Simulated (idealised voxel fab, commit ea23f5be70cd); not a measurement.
Herein follows the process module entitled voxel air gaps.
Shown is cross-section cut, with a width of 270 nm and square cells of size 5 nm.
Format of a cross-section: grid, square cells. Given as bands. Order: top down. Band: one or more rows of cells. Within each band entry, the heights of the top and of the bottom of the band appear first, in that order and in nm; the materials of the band then follow from left to right, each with its corresponding width in nm. The designation "full width" on a single material indicates that it fills the band from edge to edge; the designation "blank" indicates empty space. Note: height 0 marks the level under which the wafer is uniformly one material as received. Lowest band unbounded below, written "0 down". The width entry "30..40" should be interpreted row by row: the top row of cells in the band takes the first number, the bottom row takes the second number, and the change between adjacent rows is uniform throughout. The designation "nothing got changed", where it is given for a processing step, indicates that no cell of the cross-section was altered in the course of that step. Heads up: "Cavities, closed" only lists the empty pockets with no open path to the top that are 8 cells or more, and it writes them as width x height at distance, distance from the left edge, in nm. Text after the settings on a step's line: the simulator's own remark on that step. Steps that use a mask can have "overlay nm" on their line. It says how far the mask sat to the right of where it was meant to be. Negative means to the left.
-- The steps planned for the process are as follows
- 1: RECEIVE [material Si]
- 2: CONFORMAL_DEP [material SiO2] [thk nm 10]
- 3: CONFORMAL_DEP [material SiCN] [thk nm 5]
- 4: DIRECTIONAL_DEP [material lowk] [thk nm 40]
- 5: DIRECTIONAL_DEP [material aC] [thk nm 15]
- 6: PATTERN [tone open] [mask id LINES] [material resist] [width nm 15] [pitch nm 40] [thk nm 35] [overlay nm 0]
- 7: DIRECTIONAL_ETCH [etch materials aC] [depth nm 15]
- 8: STRIP [etch materials resist]
- 9: DIRECTIONAL_ETCH [etch materials lowk] [depth nm 40]
- 10: STRIP [etch materials aC]
- 11: CONFORMAL_DEP [material TiN] [thk nm 5]
- 12: FILL_DEP [material W] [thk nm 10]
- 13: CMP [height nm 55]
- 14: EPI [material Ru] [thk nm 10]
- 15: SELECTIVE_ETCH [etch materials lowk] [depth nm 50]
- 16: CONFORMAL_DEP [material SiCN] [thk nm 5]
-- Shown in cross-section is the wafer as received, that is, as it stands after step 1
  0 down  Si full width
  Cavities, closed: none
-- The first of the two wafers as seen in cross-section once the module was finished; processing followed the plan
  70 to 65  70 blank / 125 SiCN / 75 blank
  65 to 55  70 blank / 5 SiCN / 35 Ru / 5 SiCN / 35 Ru / 5 SiCN / 35 Ru / 5 SiCN / 75 blank
  55 to 50  70 blank / 15 SiCN / 5 TiN / 5 W / 5 TiN / 25 SiCN / 5 TiN / 5 W / 5 TiN / 25 SiCN / 5 TiN / 5 W / 5 TiN / 15 SiCN / 75 blank
  50 to 20  80 blank / 5 SiCN / 5 TiN / 5 W / 5 TiN / 5 SiCN / 15 blank / 5 SiCN / 5 TiN / 5 W / 5 TiN / 5 SiCN / 15 blank / 5 SiCN / 5 TiN / 5 W / 5 TiN / 5 SiCN / 85 blank
  20 to 15  85 SiCN / 15 TiN / 25 SiCN / 15 TiN / 25 SiCN / 15 TiN / 90 SiCN
  15 to 10  SiCN full width
  10 to 0  SiO2 full width
  0 down  Si full width
  Cavities, closed: 15 x 30 at 105; 15 x 30 at 145
-- Second wafer through the module, sectioned at the end: same beginning and same plan as the first wafer, with one mistake in carrying it out
  70 to 65  70 blank / 125 SiCN / 75 blank
  65 to 55  70 blank / 5 SiCN / 35 Ru / 5 SiCN / 35 Ru / 5 SiCN / 35 Ru / 5 SiCN / 75 blank
  55 to 50  70 blank / 15 SiCN / 5 TiN / 5 W / 5 TiN / 25 SiCN / 5 TiN / 5 W / 5 TiN / 25 SiCN / 5 TiN / 5 W / 5 TiN / 15 SiCN / 75 blank
  50 to 20  80 blank / 5 SiCN / 5 TiN / 5 W / 5 TiN / 5 SiCN / 15 blank / 5 SiCN / 5 TiN / 5 W / 5 TiN / 5 SiCN / 15 blank / 5 SiCN / 5 TiN / 5 W / 5 TiN / 5 SiCN / 85 blank
  20 to 15  85 SiCN / 15 TiN / 25 SiCN / 15 TiN / 25 SiCN / 15 TiN / 90 SiCN
  15 to 10  SiCN full width
  10 to 0  Ru full width
  0 down  Si full width
  Cavities, closed: 15 x 30 at 105; 15 x 30 at 145
What was done differently from what was planned? in deviation from the planned setting, step 2 was conducted as CONFORMAL_DEP [material Ru] [thk nm 10]
At the finish, the second wafer shows more or fewer cells for some materials than the first does: 108 more of Ru; 108 fewer of SiO2
